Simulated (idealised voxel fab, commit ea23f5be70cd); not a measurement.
process module | voxel released beams
cross-section cut | 260 nm wide | cells 5 nm
A cross-section is a grid of square cells, given in bands from the top down. A band is one or more rows of cells.
Each band's line starts with the height of the band's top and of its bottom, in nm. Then come its materials from left to right, each with its width in nm. One material with "throughout" fills the band from edge to edge. "air" is empty space.
Height 0 is the level under which the wafer as received is all one material. The lowest band goes on downwards, as in "0 down".
A width such as "30 to 40" changes by the same amount from each row of cells to the next, from the band's top row to its bottom row.
"no change" after a step means that no cell of the cross-section changed.
closed voids: empty space of 8 cells or more with no open way to the top, each as width x height at its distance from the left edge, in nm
after a step's settings: what the simulator itself notes on the step
overlay nm, on a step with a mask: how far to the right of its planned place the mask lay; to the left if negative
plan
1 op RECEIVE | material Si
2 op CONFORMAL_DEP | material SiN | thk nm 5
3 op DIRECTIONAL_DEP | material SiO2 | thk nm 20
4 op DIRECTIONAL_DEP | material aC | thk nm 15
5 op PATTERN | tone open | mask id ANCHOR | material resist | width nm 25 | thk nm 35 | overlay nm 0
6 op DIRECTIONAL_ETCH | etch materials aC | depth nm 15
7 op STRIP | etch materials resist
8 op DIRECTIONAL_ETCH | etch materials SiO2 | depth nm 20
9 op STRIP | etch materials aC
10 op CONFORMAL_DEP | material TiN | thk nm 10
11 op MASKED_ETCH | tone cover | mask id BEAM | width nm 100 | etch materials TiN | depth nm 10 | overlay nm 0
12 op STRIP | etch materials SiO2
as received, after step 1
  0 down: Si throughout
  closed voids: none
a wafer at the end: this start, this plan, one mistake
  35 to 25: air 75 | TiN 5 | air 5 | TiN 90 | air 85
  25 to 15: air 70 | TiN 10 | air 5 | TiN 10 | air 165
  15 to 5: air 70 | TiN 25 | air 165
  5 to 0: SiN throughout
  0 down: Si throughout
  closed voids: none
what went wrong: step 5 ran as: op PATTERN | tone open | mask id ANCHOR | material resist | width nm 25 | thk nm 35 | overlay nm -10
